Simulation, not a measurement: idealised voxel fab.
Herein follows the process module entitled voxel transistor to metal.
cross-section cut | 265 nm wide | cells 5 nm
The cross-sections in this document take the form of a grid made of square cells. They are written out as bands, in order from top to bottom. Each band consists of one or more rows of cells.
Top height, bottom height, nm. Materials left to right, width each, nm. Single material + "everywhere" = fills band edge to edge. "blank" = empty.
Measure heights from 0. That's the level where, below it, the as-received wafer is all one material. The lowest band is bottomless and extends downward; write it as in "from 0 down".
Graded width ("30->40"): value in top row of band = first number; value in bottom row = second number; row-to-row change constant.
Step marked "remains unaltered"? Then no cell in the cross-section changed in it.
In the "Sealed internal cavities" entry, you get each enclosed empty space of 8 cells or more, one with no open way to the top, written width x height at distance, distance from the left edge, in nm.
Read whatever lies past the settings on a step's line as the simulator's own remark about the step.
What "overlay nm" on a step's line means: if the step has a mask, that mask lay this far to the right of its planned place, or, when the value is negative, to the left.

-- Planned step list for the process
- 1: op RECEIVE | material Si
- 2: op CONFORMAL_DEP | material SiO2 | thk nm 5
- 3: op CONFORMAL_DEP | material SiN | thk nm 10
- 4: op PATTERN | tone cover | mask id ACTIVE | material resist | width nm 105 | pitch nm 125 | thk nm 15 | overlay nm 0
- 5: op DIRECTIONAL_ETCH | etch materials SiN | depth nm 10
- 6: op DIRECTIONAL_ETCH | etch materials SiO2 | depth nm 5
- 7: op DIRECTIONAL_ETCH | etch materials Si | depth nm 35
- 8: op STRIP | etch materials resist
- 9: op OXIDIZE | depth nm 5
- 10: op FILL_DEP | material SiO2 | thk nm 15
- 11: op CMP | height nm 15
- 12: op SELECTIVE_ETCH | etch materials SiO2 | depth nm 5
- 13: op STRIP | etch materials SiN
- 14: op SELECTIVE_ETCH | etch materials SiO2 | depth nm 5
- 15: op OXIDIZE | depth nm 5
- 16: op DIRECTIONAL_DEP | material polySi | thk nm 20
- 17: op DIRECTIONAL_DEP | material SiCN | thk nm 15
- 18: op PATTERN | tone cover | mask id GATE | material resist | width nm 25 | pitch nm 125 | thk nm 20 | overlay nm 0
- 19: op DIRECTIONAL_ETCH | etch materials SiCN | depth nm 25
- 20: op DIRECTIONAL_ETCH | etch materials polySi | depth nm 30
- 21: op STRIP | etch materials resist
- 22: op CONFORMAL_DEP | material SiO2 | thk nm 5
- 23: op DIRECTIONAL_ETCH | etch materials SiO2 | depth nm 5
- 24: op CONFORMAL_DEP | material SiN | thk nm 5
- 25: op DIRECTIONAL_ETCH | etch materials SiN | depth nm 5
- 26: op DIRECTIONAL_ETCH | etch materials SiO2 | depth nm 5
- 27: op DIRECTIONAL_ETCH | etch materials Si | depth nm 15
- 28: op EPI | material pSi | thk nm 20
- 29: op FILL_DEP | material SiO2 | thk nm 5
- 30: op CMP | height nm 35
- 31: op DIRECTIONAL_DEP | material SiO2 | thk nm 15
- 32: op MASKED_ETCH | tone open | mask id CONTACT | width nm 30 | etch materials SiO2 | depth nm 50 | overlay nm 0
- 33: op CONFORMAL_DEP | material TiN | thk nm 5
- 34: op FILL_DEP | material W | thk nm 5
- 35: op CMP | height nm 50
- 36: op CONFORMAL_DEP | material SiCN | thk nm 5
- 37: op DIRECTIONAL_DEP | material lowk | thk nm 20
- 38: op MASKED_ETCH | tone open | mask id METAL_1 | width nm 20 | etch materials lowk | depth nm 20 | overlay nm 0
- 39: op MASKED_ETCH | tone open | mask id METAL_1 | width nm 20 | etch materials SiCN | depth nm 5 | overlay nm 0
- 40: op CONFORMAL_DEP | material TiN | thk nm 5
- 41: op FILL_DEP | material Cu | thk nm 5
- 42: op CMP | height nm 75
- 43: op CONFORMAL_DEP | material SiCN | thk nm 5
- 44: op DIRECTIONAL_DEP | material lowk | thk nm 35
- 45: op PATTERN | tone open | mask id METAL_2_HOLES | material resist | width nm 15 | pitch nm 125 | thk nm 15 | overlay nm 0
- 46: op DIRECTIONAL_ETCH | etch materials lowk | depth nm 35
- 47: op STRIP | etch materials resist
- 48: op DIRECTIONAL_DEP | material aC | thk nm 10
- 49: op PATTERN | tone open | mask id METAL_2 | material resist | width nm 20 | pitch nm 125 | thk nm 25 | overlay nm 0
- 50: op DIRECTIONAL_ETCH | etch materials aC | depth nm 10
- 51: op STRIP | etch materials resist
- 52: op DIRECTIONAL_ETCH | etch materials lowk | depth nm 20
- 53: op DIRECTIONAL_ETCH | etch materials SiCN | depth nm 5
- 54: op STRIP | etch materials aC
- 55: op CONFORMAL_DEP | material TiN | thk nm 5
- 56: op FILL_DEP | material Cu | thk nm 10
- 57: op CMP | height nm 115
- 58: op CONFORMAL_DEP | material SiN | thk nm 5

-- So this is the incoming wafer in cross-section - it's already been through step 1
* from 0 down  Si everywhere
* Sealed internal cavities: none

-- Looking at the first of two wafers in cross-section at end of module - ran to plan
* from 120 to 115  SiN everywhere
* from 115 to 100  lowk: 20, then TiN: 5, then Cu: 10, then TiN: 5, then lowk: 105, then TiN: 5, then Cu: 10, then TiN: 5, then lowk: 100
* from 100 to 95  lowk: 20, then TiN: 5, then Cu: 5, then TiN: 10, then lowk: 105, then TiN: 5, then Cu: 5, then TiN: 10, then lowk: 100
* from 95 to 80  lowk: 20, then TiN: 5, then Cu: 5, then TiN: 5, then lowk: 110, then TiN: 5, then Cu: 5, then TiN: 5, then lowk: 105
* from 80 to 75  SiCN: 20, then TiN: 15, then SiCN: 110, then TiN: 15, then SiCN: 105
* from 75 to 55  lowk: 20, then TiN: 5, then Cu: 10, then TiN: 5, then lowk: 55, then TiN: 5, then Cu: 10, then TiN: 5, then lowk: 30, then TiN: 5, then Cu: 10, then TiN: 5, then lowk: 55, then TiN: 5, then Cu: 10, then TiN: 5, then lowk: 25
* from 55 to 50  SiCN: 20, then TiN: 20, then SiCN: 55, then TiN: 20, then SiCN: 30, then TiN: 20, then SiCN: 55, then TiN: 20, then SiCN: 25
* from 50 to 40  SiO2: 20, then TiN: 5, then W: 20, then TiN: 5, then SiO2: 35, then TiN: 5, then W: 20, then TiN: 5, then SiO2: 30, then TiN: 5, then W: 20, then TiN: 5, then SiO2: 35, then TiN: 5, then W: 20, then TiN: 5, then SiO2: 25
* from 40 to 35  SiO2: 20, then TiN: 5, then W: 15, then TiN: 10, then SiO2: 35, then TiN: 10, then W: 15, then TiN: 5, then SiO2: 30, then TiN: 5, then W: 15, then TiN: 10, then SiO2: 35, then TiN: 10, then W: 15, then TiN: 5, then SiO2: 25
* from 35 to 20  SiO2: 20, then TiN: 5, then W: 15, then TiN: 5, then SiN: 5, then SiO2: 5, then SiCN: 25, then SiO2: 5, then SiN: 5, then TiN: 5, then W: 15, then TiN: 5, then SiO2: 30, then TiN: 5, then W: 15, then TiN: 5, then SiN: 5, then SiO2: 5, then SiCN: 25, then SiO2: 5, then SiN: 5, then TiN: 5, then W: 15, then TiN: 5, then SiO2: 25
* from 20 to 15  SiO2: 20, then TiN: 25, then SiN: 5, then SiO2: 5, then polySi: 25, then SiO2: 5, then SiN: 5, then TiN: 25, then SiO2: 30, then TiN: 25, then SiN: 5, then SiO2: 5, then polySi: 25, then SiO2: 5, then SiN: 5, then TiN: 25, then SiO2: 25
* from 15 to 5  SiO2: 20, then TiN: 5, then pSi: 20, then SiN: 5, then SiO2: 5, then polySi: 25, then SiO2: 5, then SiN: 5, then pSi: 20, then TiN: 5, then SiO2: 30, then TiN: 5, then pSi: 20, then SiN: 5, then SiO2: 5, then polySi: 25, then SiO2: 5, then SiN: 5, then pSi: 20, then TiN: 5, then SiO2: 25
* from 5 to 0  SiO2: 15, then SiN: 5, then TiN: 5, then pSi: 20, then SiN: 5, then SiO2: 5, then polySi: 25, then SiO2: 5, then SiN: 5, then pSi: 20, then TiN: 5, then SiN: 5, then SiO2: 20, then SiN: 5, then TiN: 5, then pSi: 20, then SiN: 5, then SiO2: 5, then polySi: 25, then SiO2: 5, then SiN: 5, then pSi: 20, then TiN: 5, then SiN: 5, then SiO2: 20
* from 0 to -5  SiO2: 20, then pSi: 25, then SiO2: 45, then pSi: 25, then SiO2: 30, then pSi: 25, then SiO2: 45, then pSi: 25, then SiO2: 25
* from -5 to -20  SiO2: 20, then pSi: 25, then Si: 45, then pSi: 25, then SiO2: 30, then pSi: 25, then Si: 45, then pSi: 25, then SiO2: 25
* from -20 to -40  SiO2: 20, then Si: 95, then SiO2: 30, then Si: 95, then SiO2: 25
* from -40 down  Si everywhere
* Sealed internal cavities: none

-- The second wafer, shown in cross-section after the module: started the same way as the first and given the same plan, yet one mistake crept into how it was run
* from 120 to 115  SiN everywhere
* from 115 to 100  lowk: 20, then TiN: 5, then Cu: 10, then TiN: 5, then lowk: 105, then TiN: 5, then Cu: 10, then TiN: 5, then lowk: 100
* from 100 to 95  lowk: 20, then TiN: 5, then Cu: 5, then TiN: 10, then lowk: 105, then TiN: 5, then Cu: 5, then TiN: 10, then lowk: 100
* from 95 to 80  lowk: 20, then TiN: 5, then Cu: 5, then TiN: 5, then lowk: 110, then TiN: 5, then Cu: 5, then TiN: 5, then lowk: 105
* from 80 to 75  SiCN: 20, then TiN: 15, then SiCN: 110, then TiN: 15, then SiCN: 105
* from 75 to 55  lowk: 20, then TiN: 5, then Cu: 10, then TiN: 5, then lowk: 55, then TiN: 5, then Cu: 10, then TiN: 5, then lowk: 30, then TiN: 5, then Cu: 10, then TiN: 5, then lowk: 55, then TiN: 5, then Cu: 10, then TiN: 5, then lowk: 25
* from 55 to 50  SiCN: 20, then TiN: 20, then SiCN: 55, then TiN: 20, then SiCN: 30, then TiN: 20, then SiCN: 55, then TiN: 20, then SiCN: 25
* from 50 to 40  SiO2: 15, then TiN: 5, then W: 30, then TiN: 5, then SiO2: 25, then TiN: 5, then W: 30, then TiN: 5, then SiO2: 20, then TiN: 5, then W: 30, then TiN: 5, then SiO2: 25, then TiN: 5, then W: 30, then TiN: 5, then SiO2: 20
* from 40 to 35  SiO2: 15, then TiN: 5, then W: 20, then TiN: 15, then SiO2: 25, then TiN: 15, then W: 20, then TiN: 5, then SiO2: 20, then TiN: 5, then W: 20, then TiN: 15, then SiO2: 25, then TiN: 15, then W: 20, then TiN: 5, then SiO2: 20
* from 35 to 20  SiO2: 15, then TiN: 5, then W: 20, then TiN: 5, then SiN: 5, then TiN: 5, then SiCN: 25, then TiN: 5, then SiN: 5, then TiN: 5, then W: 20, then TiN: 5, then SiO2: 20, then TiN: 5, then W: 20, then TiN: 5, then SiN: 5, then TiN: 5, then SiCN: 25, then TiN: 5, then SiN: 5, then TiN: 5, then W: 20, then TiN: 5, then SiO2: 20
* from 20 to 15  SiO2: 15, then TiN: 30, then SiN: 5, then TiN: 5, then polySi: 25, then TiN: 5, then SiN: 5, then TiN: 30, then SiO2: 20, then TiN: 30, then SiN: 5, then TiN: 5, then polySi: 25, then TiN: 5, then SiN: 5, then TiN: 30, then SiO2: 20
* from 15 to 5  SiO2: 15, then TiN: 10, then pSi: 20, then SiN: 5, then TiN: 5, then polySi: 25, then TiN: 5, then SiN: 5, then pSi: 20, then TiN: 10, then SiO2: 20, then TiN: 10, then pSi: 20, then SiN: 5, then TiN: 5, then polySi: 25, then TiN: 5, then SiN: 5, then pSi: 20, then TiN: 10, then SiO2: 20
* from 5 to 0  SiO2: 15, then SiN: 5, then TiN: 5, then pSi: 20, then SiN: 5, then TiN: 5, then polySi: 25, then TiN: 5, then SiN: 5, then pSi: 20, then TiN: 5, then SiN: 5, then SiO2: 20, then SiN: 5, then TiN: 5, then pSi: 20, then SiN: 5, then TiN: 5, then polySi: 25, then TiN: 5, then SiN: 5, then pSi: 20, then TiN: 5, then SiN: 5, then SiO2: 20
* from 0 to -5  SiO2: 20, then pSi: 25, then SiO2: 45, then pSi: 25, then SiO2: 30, then pSi: 25, then SiO2: 45, then pSi: 25, then SiO2: 25
* from -5 to -20  SiO2: 20, then pSi: 25, then Si: 45, then pSi: 25, then SiO2: 30, then pSi: 25, then Si: 45, then pSi: 25, then SiO2: 25
* from -20 to -40  SiO2: 20, then Si: 95, then SiO2: 30, then Si: 95, then SiO2: 25
* from -40 down  Si everywhere
* Sealed internal cavities: none
Short version of what went wrong: the process deviated at step 32: the operation and settings actually run there were op MASKED_ETCH | tone open | mask id CONTACT | width nm 40 | etch materials SiO2 | depth nm 50 | overlay nm 0
It is noted that, at the conclusion of processing, the second wafer exhibits a higher or lower cell count for certain materials relative to the first: SiO2: 76 fewer | TiN: 44 more | W: 32 more
